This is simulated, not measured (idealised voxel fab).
The process module presented herein is designated voxel trench capacitor.
The cross-section shown here is cut; it is 245 nm wide and divided into square cells measuring 5 nm on a side.
In this document a cross-section is written as a grid of square cells. It is given as a series of bands, listed from the top down, and a band is one or more rows of cells.
The band entry comprises the height of the band's top followed by the height of its bottom, expressed in nm, and subsequently the band's materials from left to right, each stated together with its width in nm. Where a single material is marked with the word "all across", that material fills the band from edge to edge. The word "air" represents empty space.
Ref level 0: as-received wafer is one material below here. Bottom band extends down with no lower bound ("0 -> down").
Width: "30..40" (first number = top row, second number = bottom row, same change from row to row of cells).
A step reported as "no change occurred" is a step in which no cell of the cross-section changed.
The entry "Closed voids list" lists the empty spaces that cover at least 8 cells and have no open path to the top. Each is written as width x height at distance, where the distance is measured from the left edge and all three values are in nm.
Note: text after step settings on the step line = simulator remark on that step.
overlay nm: mask right of planned place by this much (step with mask). Neg. = left.
## So here's the lineup of process steps we planned
step 1: RECEIVE [material Si]
step 2: CONFORMAL_DEP [material SiN] [thk nm 10]
step 3: MASKED_ETCH [tone open] [mask id TRENCH] [width nm 20] [pitch nm 40] [etch materials SiN] [depth nm 10] [overlay nm 0]
step 4: MASKED_ETCH [tone open] [mask id TRENCH] [width nm 20] [pitch nm 40] [etch materials Si] [depth nm 30] [overlay nm 0]
step 5: CONFORMAL_DEP [material SiO2] [thk nm 5]
step 6: FILL_DEP [material polySi] [thk nm 10]
step 7: CMP [height nm 10]
## Below: the first of two wafers, run as planned
## Cross-section of the wafer upon arrival, representing the state reached after step 1
0 -> down | Si all across
Closed voids list: none
## Sectional view: wafer, after step 2
10 -> 0 | SiN all across
No changes below 0.
## Sectional view: wafer, after step 3
10 -> 0 | 90 of SiN, 20 of air, 20 of SiN, 20 of air, 95 of SiN
No changes below 0.
## Sectional view: wafer, after step 4
10 -> 0 | 90 of SiN, 20 of air, 20 of SiN, 20 of air, 95 of SiN
0 -> -30 | 90 of Si, 20 of air, 20 of Si, 20 of air, 95 of Si
No changes below -30.
## Sectional view: wafer, after step 5
15 -> 10 | 95 of SiO2, 10 of air, 30 of SiO2, 10 of air, 100 of SiO2
10 -> 0 | 90 of SiN, 5 of SiO2, 10 of air, 5 of SiO2, 20 of SiN, 5 of SiO2, 10 of air, 5 of SiO2, 95 of SiN
0 -> -25 | 90 of Si, 5 of SiO2, 10 of air, 5 of SiO2, 20 of Si, 5 of SiO2, 10 of air, 5 of SiO2, 95 of Si
-25 -> -30 | 90 of Si, 20 of SiO2, 20 of Si, 20 of SiO2, 95 of Si
No changes below -30.
## Sectional view: wafer, after step 6
25 -> 15 | polySi all across
15 -> 10 | 95 of SiO2, 10 of polySi, 30 of SiO2, 10 of polySi, 100 of SiO2
10 -> 0 | 90 of SiN, 5 of SiO2, 10 of polySi, 5 of SiO2, 20 of SiN, 5 of SiO2, 10 of polySi, 5 of SiO2, 95 of SiN
0 -> -25 | 90 of Si, 5 of SiO2, 10 of polySi, 5 of SiO2, 20 of Si, 5 of SiO2, 10 of polySi, 5 of SiO2, 95 of Si
No changes below -25.
## Sectional view: wafer, after step 7
10 -> 0 | 90 of SiN, 5 of SiO2, 10 of polySi, 5 of SiO2, 20 of SiN, 5 of SiO2, 10 of polySi, 5 of SiO2, 95 of SiN
No changes below 0.
## Companion wafer, the second of two: same beginning, same intended sequence, one mistake in carrying it out; through step 2 inclusive it tracks the first exactly
## Cross-section of the second wafer corresponding to the planned conclusion of step 3
10 -> 0 | 95 of SiN, 15 of air, 25 of SiN, 15 of air, 95 of SiN
No changes below 0.
## Cross-section of the second wafer corresponding to the planned conclusion of step 4
10 -> 0 | 95 of SiN, 15 of air, 25 of SiN, 15 of air, 95 of SiN
0 -> -30 | 95 of Si, 15 of air, 25 of Si, 15 of air, 95 of Si
No changes below -30.
## Cross-section of the second wafer corresponding to the planned conclusion of step 5
15 -> 10 | 100 of SiO2, 5 of air, 35 of SiO2, 5 of air, 100 of SiO2
10 -> 0 | 95 of SiN, 5 of SiO2, 5 of air, 5 of SiO2, 25 of SiN, 5 of SiO2, 5 of air, 5 of SiO2, 95 of SiN
0 -> -25 | 95 of Si, 5 of SiO2, 5 of air, 5 of SiO2, 25 of Si, 5 of SiO2, 5 of air, 5 of SiO2, 95 of Si
-25 -> -30 | 95 of Si, 15 of SiO2, 25 of Si, 15 of SiO2, 95 of Si
No changes below -30.
## Cross-section of the second wafer corresponding to the planned conclusion of step 6
25 -> 15 | polySi all across
15 -> 10 | 100 of SiO2, 5 of polySi, 35 of SiO2, 5 of polySi, 100 of SiO2
10 -> 0 | 95 of SiN, 5 of SiO2, 5 of polySi, 5 of SiO2, 25 of SiN, 5 of SiO2, 5 of polySi, 5 of SiO2, 95 of SiN
0 -> -25 | 95 of Si, 5 of SiO2, 5 of polySi, 5 of SiO2, 25 of Si, 5 of SiO2, 5 of polySi, 5 of SiO2, 95 of Si
No changes below -25.
## Cross-section of the second wafer corresponding to the planned conclusion of step 7
10 -> 0 | 95 of SiN, 5 of SiO2, 5 of polySi, 5 of SiO2, 25 of SiN, 5 of SiO2, 5 of polySi, 5 of SiO2, 95 of SiN
No changes below 0.
In executing the process, a mistake was made relative to the plan: so step 3 ended up running with a different setting than we planned, it ran as MASKED_ETCH [tone open] [mask id TRENCH] [width nm 15] [pitch nm 40] [etch materials SiN] [depth nm 10] [overlay nm 0]
Final comparison by cell count, materials where the second wafer has more or fewer than the first: Si +12, SiN +4, SiO2 -2, polySi -14
